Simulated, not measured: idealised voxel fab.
Process module in this document: voxel transistor to metal
We display cut, a cross-section 140 nm in width whose square cells are each 5 nm.
Cross-section layout: square cells on a grid; listed as bands, top to bottom; a band spans one or more cell rows.
Quick guide to a band line: top height, bottom height (nm) up front; then every material left to right with its width in nm. Only one material and it's marked "throughout"? Then it fills the band edge to edge. And "air" just means empty space.
Heights are measured from 0, the level below which the as-received wafer is all one material; the lowest band has no bottom and continues downward, written as in "0 down".
Width "30..40": first value at the band's top row of cells, second value at its bottom row, equal change from row to row.
Key: "left unchanged" - step with no changed cell in the cross-section.
Basically, "Unvented cavities" tells you about the enclosed voids: empty spaces with no open way to the top, 8 cells or bigger, each written width x height at distance, where distance is from the left edge, all in nm.
The remark found on a step's line after its settings is issued by the simulator itself and pertains to that step.
The optional step-line setting "overlay nm" applies to steps with a mask and quantifies how far to the right of its planned location the mask lay, a negative value indicating leftward placement.
Before/after cross-section pairs, one process step each; after shown to lowest changed band; step and settings beneath. Pairs may be from different runs of this module on the same starting wafer; a pair continues from the one above only where its "State before step" entry says so.

# State before step
- 40 to 25  55 nm air, 5 nm SiN, 20 nm SiCN, 5 nm SiN, 55 nm air
- 25 to 5  55 nm air, 5 nm SiN, 20 nm polySi, 5 nm SiN, 55 nm air
- 5 to -5  40 nm air, 15 nm SiGe, 5 nm SiN, 20 nm polySi, 5 nm SiN, 15 nm SiGe, 40 nm air
- -5 to -10  10 nm air, 5 nm SiN, 40 nm SiGe, 5 nm SiN, 20 nm SiO2, 5 nm SiN, 40 nm SiGe, 5 nm SiN, 10 nm air
- -10 to -20  15 nm SiO2, 40 nm SiGe, 30 nm Si, 40 nm SiGe, 15 nm SiO2
- -20 to -40  15 nm SiO2, 110 nm Si, 15 nm SiO2
- -40 down  Si throughout
- Unvented cavities: none

# Resultant Cross-Section
- 45 to 40  SiO2 throughout
- 40 to 25  55 nm SiO2, 5 nm SiN, 20 nm SiCN, 5 nm SiN, 55 nm SiO2
- 25 to 5  55 nm SiO2, 5 nm SiN, 20 nm polySi, 5 nm SiN, 55 nm SiO2
- 5 to -5  40 nm SiO2, 15 nm SiGe, 5 nm SiN, 20 nm polySi, 5 nm SiN, 15 nm SiGe, 40 nm SiO2
- -5 to -10  10 nm SiO2, 5 nm SiN, 40 nm SiGe, 5 nm SiN, 20 nm SiO2, 5 nm SiN, 40 nm SiGe, 5 nm SiN, 10 nm SiO2
- Rest of section, below -10: as before.
- Unvented cavities: none
The two cross-sections above are separated by a single process step, namely FILL_DEP [material SiO2] [thk nm 5]

State before step: same picture as after in the pair right above, so we don't repeat it.

# Resultant Cross-Section
- 40 to 25  55 nm SiO2, 5 nm SiN, 20 nm SiCN, 5 nm SiN, 55 nm SiO2
- Rest of section, below 25: as before.
- Unvented cavities: none
The two cross-sections above are separated by a single process step, namely CMP [height nm 40]

State before step: same picture as after in the pair right above, so we don't repeat it.

# Resultant Cross-Section
- 55 to 40  SiO2 throughout
- Rest of section, below 40: as before.
- Unvented cavities: none
The two cross-sections above are separated by a single process step, namely DIRECTIONAL_DEP [material SiO2] [thk nm 15]

State before step: same picture as after in the pair right above, so we don't repeat it.

# Resultant Cross-Section
- 70 to 55  aC throughout
- Rest of section, below 55: as before.
- Unvented cavities: none
The two cross-sections above are separated by a single process step, namely DIRECTIONAL_DEP [material aC] [thk nm 15]

State before step: same picture as after in the pair right above, so we don't repeat it.

# Resultant Cross-Section
- 100 to 70  20 nm resist, 20 nm air, 60 nm resist, 20 nm air, 20 nm resist
- Rest of section, below 70: as before.
- Unvented cavities: none
The two cross-sections above are separated by a single process step, namely PATTERN [tone open] [mask id CONTACT] [material resist] [width nm 20] [pitch nm 80] [thk nm 30] [overlay nm 0]

State before step: same picture as after in the pair right above, so we don't repeat it.

# Resultant Cross-Section
- 85 to 70  20 nm resist, 20 nm air, 60 nm resist, 20 nm air, 20 nm resist
- 70 to 55  20 nm aC, 20 nm air, 60 nm aC, 20 nm air, 20 nm aC
- Rest of section, below 55: as before.
- Unvented cavities: none
The two cross-sections above are separated by a single process step, namely DIRECTIONAL_ETCH [etch materials aC] [depth nm 15]

State before step: same picture as after in the pair right above, so we don't repeat it.

# Resultant Cross-Section
- 70 to 55  20 nm aC, 20 nm air, 60 nm aC, 20 nm air, 20 nm aC
- Rest of section, below 55: as before.
- Unvented cavities: none
The two cross-sections above are separated by a single process step, namely STRIP [etch materials resist]

State before step: same picture as after in the pair right above, so we don't repeat it.

# Resultant Cross-Section
- 70 to 55  20 nm aC, 20 nm air, 60 nm aC, 20 nm air, 20 nm aC
- 55 to 40  20 nm SiO2, 20 nm air, 60 nm SiO2, 20 nm air, 20 nm SiO2
- 40 to 25  20 nm SiO2, 20 nm air, 15 nm SiO2, 5 nm SiN, 20 nm SiCN, 5 nm SiN, 15 nm SiO2, 20 nm air, 20 nm SiO2
- 25 to 5  20 nm SiO2, 20 nm air, 15 nm SiO2, 5 nm SiN, 20 nm polySi, 5 nm SiN, 15 nm SiO2, 20 nm air, 20 nm SiO2
- Rest of section, below 5: as before.
- Unvented cavities: none
The two cross-sections above are separated by a single process step, namely DIRECTIONAL_ETCH [etch materials SiO2] [depth nm 50]

State before step: same picture as after in the pair right above, so we don't repeat it.

# Resultant Cross-Section
- 55 to 40  20 nm SiO2, 20 nm air, 60 nm SiO2, 20 nm air, 20 nm SiO2
- Rest of section, below 40: as before.
- Unvented cavities: none
The two cross-sections above are separated by a single process step, namely STRIP [etch materials aC]

State before step: same picture as after in the pair right above, so we don't repeat it.

# Resultant Cross-Section
- 60 to 55  25 nm TiN, 10 nm air, 70 nm TiN, 10 nm air, 25 nm TiN
- 55 to 40  20 nm SiO2, 5 nm TiN, 10 nm air, 5 nm TiN, 60 nm SiO2, 5 nm TiN, 10 nm air, 5 nm TiN, 20 nm SiO2
- 40 to 25  20 nm SiO2, 5 nm TiN, 10 nm air, 5 nm TiN, 15 nm SiO2, 5 nm SiN, 20 nm SiCN, 5 nm SiN, 15 nm SiO2, 5 nm TiN, 10 nm air, 5 nm TiN, 20 nm SiO2
- 25 to 10  20 nm SiO2, 5 nm TiN, 10 nm air, 5 nm TiN, 15 nm SiO2, 5 nm SiN, 20 nm polySi, 5 nm SiN, 15 nm SiO2, 5 nm TiN, 10 nm air, 5 nm TiN, 20 nm SiO2
- 10 to 5  20 nm SiO2, 20 nm TiN, 15 nm SiO2, 5 nm SiN, 20 nm polySi, 5 nm SiN, 15 nm SiO2, 20 nm TiN, 20 nm SiO2
- Rest of section, below 5: as before.
- Unvented cavities: none
The two cross-sections above are separated by a single process step, namely CONFORMAL_DEP [material TiN] [thk nm 5]

State before step: same picture as after in the pair right above, so we don't repeat it.

# Resultant Cross-Section
- 70 to 60  Ru throughout
- 60 to 55  25 nm TiN, 10 nm Ru, 70 nm TiN, 10 nm Ru, 25 nm TiN
- 55 to 40  20 nm SiO2, 5 nm TiN, 10 nm Ru, 5 nm TiN, 60 nm SiO2, 5 nm TiN, 10 nm Ru, 5 nm TiN, 20 nm SiO2
- 40 to 25  20 nm SiO2, 5 nm TiN, 10 nm Ru, 5 nm TiN, 15 nm SiO2, 5 nm SiN, 20 nm SiCN, 5 nm SiN, 15 nm SiO2, 5 nm TiN, 10 nm Ru, 5 nm TiN, 20 nm SiO2
- 25 to 10  20 nm SiO2, 5 nm TiN, 10 nm Ru, 5 nm TiN, 15 nm SiO2, 5 nm SiN, 20 nm polySi, 5 nm SiN, 15 nm SiO2, 5 nm TiN, 10 nm Ru, 5 nm TiN, 20 nm SiO2
- Rest of section, below 10: as before.
- Unvented cavities: none
The two cross-sections above are separated by a single process step, namely FILL_DEP [material Ru] [thk nm 10]

State before step: same picture as after in the pair right above, so we don't repeat it.

# Resultant Cross-Section
- 55 to 40  20 nm SiO2, 5 nm TiN, 10 nm Ru, 5 nm TiN, 60 nm SiO2, 5 nm TiN, 10 nm Ru, 5 nm TiN, 20 nm SiO2
- Rest of section, below 40: as before.
- Unvented cavities: none
The two cross-sections above are separated by a single process step, namely CMP [height nm 55]

State before step: same picture as after in the pair right above, so we don't repeat it.

# Resultant Cross-Section
- 60 to 55  SiCN throughout
- Rest of section, below 55: as before.
- Unvented cavities: none
The two cross-sections above are separated by a single process step, namely CONFORMAL_DEP [material SiCN] [thk nm 5]

State before step: same picture as after in the pair right above, so we don't repeat it.

# Resultant Cross-Section
- 75 to 60  SiO2 throughout
- Rest of section, below 60: as before.
- Unvented cavities: none
The two cross-sections above are separated by a single process step, namely DIRECTIONAL_DEP [material SiO2] [thk nm 15]

State before step: same picture as after in the pair right above, so we don't repeat it.

# Resultant Cross-Section
- 90 to 75  aC throughout
- Rest of section, below 75: as before.
- Unvented cavities: none
The two cross-sections above are separated by a single process step, namely DIRECTIONAL_DEP [material aC] [thk nm 15]

State before step: same picture as after in the pair right above, so we don't repeat it.

# Resultant Cross-Section
- 125 to 90  20 nm resist, 20 nm air, 60 nm resist, 20 nm air, 20 nm resist
- Rest of section, below 90: as before.
- Unvented cavities: none
The two cross-sections above are separated by a single process step, namely PATTERN [tone open] [mask id METAL_1] [material resist] [width nm 20] [pitch nm 80] [thk nm 35] [overlay nm 0]

State before step: same picture as after in the pair right above, so we don't repeat it.

# Resultant Cross-Section
- 110 to 90  20 nm resist, 20 nm air, 60 nm resist, 20 nm air, 20 nm resist
- 90 to 75  20 nm aC, 20 nm air, 60 nm aC, 20 nm air, 20 nm aC
- Rest of section, below 75: as before.
- Unvented cavities: none
The two cross-sections above are separated by a single process step, namely DIRECTIONAL_ETCH [etch materials aC] [depth nm 15]

State before step: same picture as after in the pair right above, so we don't repeat it.

# Resultant Cross-Section
- 90 to 75  20 nm aC, 20 nm air, 60 nm aC, 20 nm air, 20 nm aC
- Rest of section, below 75: as before.
- Unvented cavities: none
The two cross-sections above are separated by a single process step, namely STRIP [etch materials resist]

State before step: same picture as after in the pair right above, so we don't repeat it.

# Resultant Cross-Section
- 90 to 75  20 nm aC, 20 nm air, 60 nm aC, 20 nm air, 20 nm aC
- 75 to 60  20 nm SiO2, 20 nm air, 60 nm SiO2, 20 nm air, 20 nm SiO2
- Rest of section, below 60: as before.
- Unvented cavities: none
The two cross-sections above are separated by a single process step, namely DIRECTIONAL_ETCH [etch materials SiO2] [depth nm 15]

State before step: same picture as after in the pair right above, so we don't repeat it.

# Resultant Cross-Section
- 90 to 75  20 nm aC, 20 nm air, 60 nm aC, 20 nm air, 20 nm aC
- 75 to 60  20 nm SiO2, 20 nm air, 60 nm SiO2, 20 nm air, 20 nm SiO2
- 60 to 55  20 nm SiCN, 20 nm air, 60 nm SiCN, 20 nm air, 20 nm SiCN
- Rest of section, below 55: as before.
- Unvented cavities: none
The two cross-sections above are separated by a single process step, namely DIRECTIONAL_ETCH [etch materials SiCN] [depth nm 5]

State before step: same picture as after in the pair right above, so we don't repeat it.

# Resultant Cross-Section
- 75 to 60  20 nm SiO2, 20 nm air, 60 nm SiO2, 20 nm air, 20 nm SiO2
- Rest of section, below 60: as before.
- Unvented cavities: none
The two cross-sections above are separated by a single process step, namely STRIP [etch materials aC]

State before step: same picture as after in the pair right above, so we don't repeat it.

# Resultant Cross-Section
- 80 to 75  25 nm TiN, 10 nm air, 70 nm TiN, 10 nm air, 25 nm TiN
- 75 to 60  20 nm SiO2, 5 nm TiN, 10 nm air, 5 nm TiN, 60 nm SiO2, 5 nm TiN, 10 nm air, 5 nm TiN, 20 nm SiO2
- 60 to 55  20 nm SiCN, 20 nm TiN, 60 nm SiCN, 20 nm TiN, 20 nm SiCN
- Rest of section, below 55: as before.
- Unvented cavities: none
The two cross-sections above are separated by a single process step, namely CONFORMAL_DEP [material TiN] [thk nm 5]

State before step: same picture as after in the pair right above, so we don't repeat it.

# Resultant Cross-Section
- 90 to 80  W throughout
- 80 to 75  25 nm TiN, 10 nm W, 70 nm TiN, 10 nm W, 25 nm TiN
- 75 to 60  20 nm SiO2, 5 nm TiN, 10 nm W, 5 nm TiN, 60 nm SiO2, 5 nm TiN, 10 nm W, 5 nm TiN, 20 nm SiO2
- Rest of section, below 60: as before.
- Unvented cavities: none
The two cross-sections above are separated by a single process step, namely FILL_DEP [material W] [thk nm 10]

State before step: same picture as after in the pair right above, so we don't repeat it.

# Resultant Cross-Section
- 75 to 60  20 nm SiO2, 5 nm TiN, 10 nm W, 5 nm TiN, 60 nm SiO2, 5 nm TiN, 10 nm W, 5 nm TiN, 20 nm SiO2
- Rest of section, below 60: as before.
- Unvented cavities: none
The two cross-sections above are separated by a single process step, namely CMP [height nm 75]

State before step: same picture as after in the pair right above, so we don't repeat it.

# Resultant Cross-Section
- 80 to 75  SiCN throughout
- Rest of section, below 75: as before.
- Unvented cavities: none
The two cross-sections above are separated by a single process step, namely CONFORMAL_DEP [material SiCN] [thk nm 5]

# State before step
- 40 to 35  50 nm air, 5 nm SiN, 5 nm air, 20 nm SiCN, 5 nm air, 5 nm SiN, 50 nm air
- 35 to 25  50 nm air, 5 nm SiN, 5 nm SiO2, 20 nm SiCN, 5 nm SiO2, 5 nm SiN, 50 nm air
- 25 to 5  50 nm air, 5 nm SiN, 5 nm SiO2, 20 nm polySi, 5 nm SiO2, 5 nm SiN, 50 nm air
- 5 to 0  15 nm air, 35 nm SiGe, 5 nm SiN, 5 nm SiO2, 20 nm polySi, 5 nm SiO2, 5 nm SiN, 35 nm SiGe, 15 nm air
- 0 to -5  15 nm air, 5 nm SiN, 30 nm SiGe, 5 nm SiN, 5 nm SiO2, 20 nm polySi, 5 nm SiO2, 5 nm SiN, 30 nm SiGe, 5 nm SiN, 15 nm air
- -5 to -10  20 nm SiO2, 30 nm SiGe, 40 nm SiO2, 30 nm SiGe, 20 nm SiO2
- -10 to -20  15 nm SiO2, 5 nm Si, 30 nm SiGe, 40 nm Si, 30 nm SiGe, 5 nm Si, 15 nm SiO2
- -20 to -40  15 nm SiO2, 110 nm Si, 15 nm SiO2
- -40 down  Si throughout
- Unvented cavities: none

# Resultant Cross-Section
- 40 to 35  50 nm air, 5 nm SiN, 5 nm air, 20 nm SiCN, 5 nm air, 5 nm SiN, 50 nm air
- 35 to 25  50 nm air, 5 nm SiN, 5 nm SiO2, 20 nm SiCN, 5 nm SiO2, 5 nm SiN, 50 nm air
- 25 to 20  50 nm air, 5 nm SiN, 5 nm SiO2, 20 nm polySi, 5 nm SiO2, 5 nm SiN, 50 nm air
- 20 to 0  50 nm SiGe, 5 nm SiN, 5 nm SiO2, 20 nm polySi, 5 nm SiO2, 5 nm SiN, 50 nm SiGe
- 0 to -5  15 nm SiGe, 5 nm SiN, 30 nm SiGe, 5 nm SiN, 5 nm SiO2, 20 nm polySi, 5 nm SiO2, 5 nm SiN, 30 nm SiGe, 5 nm SiN, 15 nm SiGe
- Rest of section, below -5: as before.
- Unvented cavities: none
The two cross-sections above are separated by a single process step, namely EPI [material SiGe] [thk nm 15]

State before step: same picture as after in the pair right above, so we don't repeat it.

# Resultant Cross-Section
- 45 to 40  SiO2 throughout
- 40 to 25  50 nm SiO2, 5 nm SiN, 5 nm SiO2, 20 nm SiCN, 5 nm SiO2, 5 nm SiN, 50 nm SiO2
- 25 to 20  50 nm SiO2, 5 nm SiN, 5 nm SiO2, 20 nm polySi, 5 nm SiO2, 5 nm SiN, 50 nm SiO2
- Rest of section, below 20: as before.
- Unvented cavities: none
The two cross-sections above are separated by a single process step, namely FILL_DEP [material SiO2] [thk nm 5]

State before step: same picture as after in the pair right above, so we don't repeat it.

# Resultant Cross-Section
- 40 to 25  50 nm SiO2, 5 nm SiN, 5 nm SiO2, 20 nm SiCN, 5 nm SiO2, 5 nm SiN, 50 nm SiO2
- Rest of section, below 25: as before.
- Unvented cavities: none
The two cross-sections above are separated by a single process step, namely CMP [height nm 40]

State before step: same picture as after in the pair right above, so we don't repeat it.

# Resultant Cross-Section
- 55 to 40  SiO2 throughout
- Rest of section, below 40: as before.
- Unvented cavities: none
The two cross-sections above are separated by a single process step, namely DIRECTIONAL_DEP [material SiO2] [thk nm 15]

State before step: same picture as after in the pair right above, so we don't repeat it.

# Resultant Cross-Section
- 70 to 55  aC throughout
- Rest of section, below 55: as before.
- Unvented cavities: none
The two cross-sections above are separated by a single process step, namely DIRECTIONAL_DEP [material aC] [thk nm 15]

State before step: same picture as after in the pair right above, so we don't repeat it.

# Resultant Cross-Section
- 100 to 70  20 nm resist, 20 nm air, 60 nm resist, 20 nm air, 20 nm resist
- Rest of section, below 70: as before.
- Unvented cavities: none
The two cross-sections above are separated by a single process step, namely PATTERN [tone open] [mask id CONTACT] [material resist] [width nm 20] [pitch nm 80] [thk nm 30] [overlay nm 0]

State before step: same picture as after in the pair right above, so we don't repeat it.

# Resultant Cross-Section
- 85 to 70  20 nm resist, 20 nm air, 60 nm resist, 20 nm air, 20 nm resist
- 70 to 55  20 nm aC, 20 nm air, 60 nm aC, 20 nm air, 20 nm aC
- Rest of section, below 55: as before.
- Unvented cavities: none
The two cross-sections above are separated by a single process step, namely DIRECTIONAL_ETCH [etch materials aC] [depth nm 15]

State before step: same picture as after in the pair right above, so we don't repeat it.

# Resultant Cross-Section
- 70 to 55  20 nm aC, 20 nm air, 60 nm aC, 20 nm air, 20 nm aC
- Rest of section, below 55: as before.
- Unvented cavities: none
The two cross-sections above are separated by a single process step, namely STRIP [etch materials resist]

State before step: same picture as after in the pair right above, so we don't repeat it.

# Resultant Cross-Section
- 70 to 55  20 nm aC, 20 nm air, 60 nm aC, 20 nm air, 20 nm aC
- 55 to 40  20 nm SiO2, 20 nm air, 60 nm SiO2, 20 nm air, 20 nm SiO2
- 40 to 25  20 nm SiO2, 20 nm air, 10 nm SiO2, 5 nm SiN, 5 nm SiO2, 20 nm SiCN, 5 nm SiO2, 5 nm SiN, 10 nm SiO2, 20 nm air, 20 nm SiO2
- 25 to 20  20 nm SiO2, 20 nm air, 10 nm SiO2, 5 nm SiN, 5 nm SiO2, 20 nm polySi, 5 nm SiO2, 5 nm SiN, 10 nm SiO2, 20 nm air, 20 nm SiO2
- Rest of section, below 20: as before.
- Unvented cavities: none
The two cross-sections above are separated by a single process step, namely DIRECTIONAL_ETCH [etch materials SiO2] [depth nm 50]

State before step: same picture as after in the pair right above, so we don't repeat it.

# Resultant Cross-Section
- 55 to 40  20 nm SiO2, 20 nm air, 60 nm SiO2, 20 nm air, 20 nm SiO2
- Rest of section, below 40: as before.
- Unvented cavities: none
The two cross-sections above are separated by a single process step, namely STRIP [etch materials aC]

State before step: same picture as after in the pair right above, so we don't repeat it.

# Resultant Cross-Section
- 60 to 55  25 nm TiN, 10 nm air, 70 nm TiN, 10 nm air, 25 nm TiN
- 55 to 40  20 nm SiO2, 5 nm TiN, 10 nm air, 5 nm TiN, 60 nm SiO2, 5 nm TiN, 10 nm air, 5 nm TiN, 20 nm SiO2
- 40 to 25  20 nm SiO2, 5 nm TiN, 10 nm air, 5 nm TiN, 10 nm SiO2, 5 nm SiN, 5 nm SiO2, 20 nm SiCN, 5 nm SiO2, 5 nm SiN, 10 nm SiO2, 5 nm TiN, 10 nm air, 5 nm TiN, 20 nm SiO2
- 25 to 20  20 nm SiO2, 20 nm TiN, 10 nm SiO2, 5 nm SiN, 5 nm SiO2, 20 nm polySi, 5 nm SiO2, 5 nm SiN, 10 nm SiO2, 20 nm TiN, 20 nm SiO2
- Rest of section, below 20: as before.
- Unvented cavities: none
The two cross-sections above are separated by a single process step, namely CONFORMAL_DEP [material TiN] [thk nm 5]

State before step: same picture as after in the pair right above, so we don't repeat it.

# Resultant Cross-Section
- 70 to 60  Ru throughout
- 60 to 55  25 nm TiN, 10 nm Ru, 70 nm TiN, 10 nm Ru, 25 nm TiN
- 55 to 40  20 nm SiO2, 5 nm TiN, 10 nm Ru, 5 nm TiN, 60 nm SiO2, 5 nm TiN, 10 nm Ru, 5 nm TiN, 20 nm SiO2
- 40 to 25  20 nm SiO2, 5 nm TiN, 10 nm Ru, 5 nm TiN, 10 nm SiO2, 5 nm SiN, 5 nm SiO2, 20 nm SiCN, 5 nm SiO2, 5 nm SiN, 10 nm SiO2, 5 nm TiN, 10 nm Ru, 5 nm TiN, 20 nm SiO2
- Rest of section, below 25: as before.
- Unvented cavities: none
The two cross-sections above are separated by a single process step, namely FILL_DEP [material Ru] [thk nm 10]

State before step: same picture as after in the pair right above, so we don't repeat it.

# Resultant Cross-Section
- 55 to 40  20 nm SiO2, 5 nm TiN, 10 nm Ru, 5 nm TiN, 60 nm SiO2, 5 nm TiN, 10 nm Ru, 5 nm TiN, 20 nm SiO2
- Rest of section, below 40: as before.
- Unvented cavities: none
The two cross-sections above are separated by a single process step, namely CMP [height nm 55]

State before step: same picture as after in the pair right above, so we don't repeat it.

# Resultant Cross-Section
- 60 to 55  SiCN throughout
- Rest of section, below 55: as before.
- Unvented cavities: none
The two cross-sections above are separated by a single process step, namely CONFORMAL_DEP [material SiCN] [thk nm 5]

State before step: same picture as after in the pair right above, so we don't repeat it.

# Resultant Cross-Section
- 75 to 60  SiO2 throughout
- Rest of section, below 60: as before.
- Unvented cavities: none
The two cross-sections above are separated by a single process step, namely DIRECTIONAL_DEP [material SiO2] [thk nm 15]

State before step: same picture as after in the pair right above, so we don't repeat it.

# Resultant Cross-Section
- 90 to 75  aC throughout
- Rest of section, below 75: as before.
- Unvented cavities: none
The two cross-sections above are separated by a single process step, namely DIRECTIONAL_DEP [material aC] [thk nm 15]

State before step: same picture as after in the pair right above, so we don't repeat it.

# Resultant Cross-Section
- 125 to 90  20 nm resist, 20 nm air, 60 nm resist, 20 nm air, 20 nm resist
- Rest of section, below 90: as before.
- Unvented cavities: none
The two cross-sections above are separated by a single process step, namely PATTERN [tone open] [mask id METAL_1] [material resist] [width nm 20] [pitch nm 80] [thk nm 35] [overlay nm 0]

State before step: same picture as after in the pair right above, so we don't repeat it.

# Resultant Cross-Section
- 110 to 90  20 nm resist, 20 nm air, 60 nm resist, 20 nm air, 20 nm resist
- 90 to 75  20 nm aC, 20 nm air, 60 nm aC, 20 nm air, 20 nm aC
- Rest of section, below 75: as before.
- Unvented cavities: none
The two cross-sections above are separated by a single process step, namely DIRECTIONAL_ETCH [etch materials aC] [depth nm 15]

State before step: same picture as after in the pair right above, so we don't repeat it.

# Resultant Cross-Section
- 90 to 75  20 nm aC, 20 nm air, 60 nm aC, 20 nm air, 20 nm aC
- Rest of section, below 75: as before.
- Unvented cavities: none
The two cross-sections above are separated by a single process step, namely STRIP [etch materials resist]

State before step: same picture as after in the pair right above, so we don't repeat it.

# Resultant Cross-Section
- 90 to 75  20 nm aC, 20 nm air, 60 nm aC, 20 nm air, 20 nm aC
- 75 to 60  20 nm SiO2, 20 nm air, 60 nm SiO2, 20 nm air, 20 nm SiO2
- Rest of section, below 60: as before.
- Unvented cavities: none
The two cross-sections above are separated by a single process step, namely DIRECTIONAL_ETCH [etch materials SiO2] [depth nm 15]

State before step: same picture as after in the pair right above, so we don't repeat it.

# Resultant Cross-Section
- 90 to 75  20 nm aC, 20 nm air, 60 nm aC, 20 nm air, 20 nm aC
- 75 to 60  20 nm SiO2, 20 nm air, 60 nm SiO2, 20 nm air, 20 nm SiO2
- 60 to 55  20 nm SiCN, 20 nm air, 60 nm SiCN, 20 nm air, 20 nm SiCN
- Rest of section, below 55: as before.
- Unvented cavities: none
The two cross-sections above are separated by a single process step, namely DIRECTIONAL_ETCH [etch materials SiCN] [depth nm 5]

State before step: same picture as after in the pair right above, so we don't repeat it.

# Resultant Cross-Section
- 75 to 60  20 nm SiO2, 20 nm air, 60 nm SiO2, 20 nm air, 20 nm SiO2
- Rest of section, below 60: as before.
- Unvented cavities: none
The two cross-sections above are separated by a single process step, namely STRIP [etch materials aC]

State before step: same picture as after in the pair right above, so we don't repeat it.

# Resultant Cross-Section
- 80 to 75  25 nm TiN, 10 nm air, 70 nm TiN, 10 nm air, 25 nm TiN
- 75 to 60  20 nm SiO2, 5 nm TiN, 10 nm air, 5 nm TiN, 60 nm SiO2, 5 nm TiN, 10 nm air, 5 nm TiN, 20 nm SiO2
- 60 to 55  20 nm SiCN, 20 nm TiN, 60 nm SiCN, 20 nm TiN, 20 nm SiCN
- Rest of section, below 55: as before.
- Unvented cavities: none
The two cross-sections above are separated by a single process step, namely CONFORMAL_DEP [material TiN] [thk nm 5]

State before step: same picture as after in the pair right above, so we don't repeat it.

# Resultant Cross-Section
- 90 to 80  W throughout
- 80 to 75  25 nm TiN, 10 nm W, 70 nm TiN, 10 nm W, 25 nm TiN
- 75 to 60  20 nm SiO2, 5 nm TiN, 10 nm W, 5 nm TiN, 60 nm SiO2, 5 nm TiN, 10 nm W, 5 nm TiN, 20 nm SiO2
- Rest of section, below 60: as before.
- Unvented cavities: none
The two cross-sections above are separated by a single process step, namely FILL_DEP [material W] [thk nm 10]

State before step: same picture as after in the pair right above, so we don't repeat it.

# Resultant Cross-Section
- 75 to 60  20 nm SiO2, 5 nm TiN, 10 nm W, 5 nm TiN, 60 nm SiO2, 5 nm TiN, 10 nm W, 5 nm TiN, 20 nm SiO2
- Rest of section, below 60: as before.
- Unvented cavities: none
The two cross-sections above are separated by a single process step, namely CMP [height nm 75]

State before step: same picture as after in the pair right above, so we don't repeat it.

# Resultant Cross-Section
- 80 to 75  SiCN throughout
- Rest of section, below 75: as before.
- Unvented cavities: none
The two cross-sections above are separated by a single process step, namely CONFORMAL_DEP [material SiCN] [thk nm 5]

# State before step
- 55 to 40  20 nm SiO2, 5 nm TiN, 10 nm Ru, 5 nm TiN, 60 nm SiO2, 5 nm TiN, 10 nm Ru, 5 nm TiN, 20 nm SiO2
- 40 to 25  20 nm SiO2, 5 nm TiN, 10 nm Ru, 5 nm TiN, 10 nm SiO2, 5 nm SiN, 5 nm SiO2, 20 nm SiCN, 5 nm SiO2, 5 nm SiN, 10 nm SiO2, 5 nm TiN, 10 nm Ru, 5 nm TiN, 20 nm SiO2
- 25 to 10  20 nm SiO2, 5 nm TiN, 10 nm Ru, 5 nm TiN, 10 nm SiO2, 5 nm SiN, 5 nm SiO2, 20 nm polySi, 5 nm SiO2, 5 nm SiN, 10 nm SiO2, 5 nm TiN, 10 nm Ru, 5 nm TiN, 20 nm SiO2
- 10 to 5  20 nm SiO2, 20 nm TiN, 10 nm SiO2, 5 nm SiN, 5 nm SiO2, 20 nm polySi, 5 nm SiO2, 5 nm SiN, 10 nm SiO2, 20 nm TiN, 20 nm SiO2
- 5 to 0  15 nm SiO2, 35 nm SiGe, 5 nm SiN, 5 nm SiO2, 20 nm polySi, 5 nm SiO2, 5 nm SiN, 35 nm SiGe, 15 nm SiO2
- 0 to -5  15 nm SiO2, 5 nm SiN, 30 nm SiGe, 5 nm SiN, 5 nm SiO2, 20 nm polySi, 5 nm SiO2, 5 nm SiN, 30 nm SiGe, 5 nm SiN, 15 nm SiO2
- -5 to -10  20 nm SiO2, 30 nm SiGe, 40 nm SiO2, 30 nm SiGe, 20 nm SiO2
- -10 to -20  15 nm SiO2, 5 nm Si, 30 nm SiGe, 40 nm Si, 30 nm SiGe, 5 nm Si, 15 nm SiO2
- -20 to -40  15 nm SiO2, 110 nm Si, 15 nm SiO2
- -40 down  Si throughout
- Unvented cavities: none

# Resultant Cross-Section
- 70 to 55  SiO2 throughout
- Rest of section, below 55: as before.
- Unvented cavities: none
The two cross-sections above are separated by a single process step, namely DIRECTIONAL_DEP [material SiO2] [thk nm 15]

State before step: same picture as after in the pair right above, so we don't repeat it.

# Resultant Cross-Section
- 75 to 70  SiCN throughout
- Rest of section, below 70: as before.
- Unvented cavities: none
The two cross-sections above are separated by a single process step, namely CONFORMAL_DEP [material SiCN] [thk nm 5]

State before step: same picture as after in the pair right above, so we don't repeat it.

# Resultant Cross-Section
- 90 to 75  aC throughout
- Rest of section, below 75: as before.
- Unvented cavities: none
The two cross-sections above are separated by a single process step, namely DIRECTIONAL_DEP [material aC] [thk nm 15]

State before step: same picture as after in the pair right above, so we don't repeat it.

# Resultant Cross-Section
- 125 to 90  20 nm resist, 20 nm air, 60 nm resist, 20 nm air, 20 nm resist
- Rest of section, below 90: as before.
- Unvented cavities: none
The two cross-sections above are separated by a single process step, namely PATTERN [tone open] [mask id METAL_1] [material resist] [width nm 20] [pitch nm 80] [thk nm 35] [overlay nm 0]

State before step: same picture as after in the pair right above, so we don't repeat it.

# Resultant Cross-Section
- 110 to 90  20 nm resist, 20 nm air, 60 nm resist, 20 nm air, 20 nm resist
- 90 to 75  20 nm aC, 20 nm air, 60 nm aC, 20 nm air, 20 nm aC
- Rest of section, below 75: as before.
- Unvented cavities: none
The two cross-sections above are separated by a single process step, namely DIRECTIONAL_ETCH [etch materials aC] [depth nm 15]

State before step: same picture as after in the pair right above, so we don't repeat it.

# Resultant Cross-Section
- 90 to 75  20 nm aC, 20 nm air, 60 nm aC, 20 nm air, 20 nm aC
- Rest of section, below 75: as before.
- Unvented cavities: none
The two cross-sections above are separated by a single process step, namely STRIP [etch materials resist]

State before step: same picture as after in the pair right above, so we don't repeat it.

# Resultant Cross-Section
- 90 to 75  20 nm aC, 20 nm air, 60 nm aC, 20 nm air, 20 nm aC
- 75 to 70  20 nm SiCN, 20 nm air, 60 nm SiCN, 20 nm air, 20 nm SiCN
- Rest of section, below 70: as before.
- Unvented cavities: none
The two cross-sections above are separated by a single process step, namely DIRECTIONAL_ETCH [etch materials SiCN] [depth nm 5]

State before step: same picture as after in the pair right above, so we don't repeat it.

# Resultant Cross-Section
- 75 to 70  20 nm SiCN, 20 nm air, 60 nm SiCN, 20 nm air, 20 nm SiCN
- Rest of section, below 70: as before.
- Unvented cavities: none
The two cross-sections above are separated by a single process step, namely STRIP [etch materials aC]

State before step: same picture as after in the pair right above, so we don't repeat it.

# Resultant Cross-Section
- 80 to 75  25 nm TiN, 10 nm air, 70 nm TiN, 10 nm air, 25 nm TiN
- 75 to 70  20 nm SiCN, 20 nm TiN, 60 nm SiCN, 20 nm TiN, 20 nm SiCN
- Rest of section, below 70: as before.
- Unvented cavities: none
The two cross-sections above are separated by a single process step, namely CONFORMAL_DEP [material TiN] [thk nm 5]
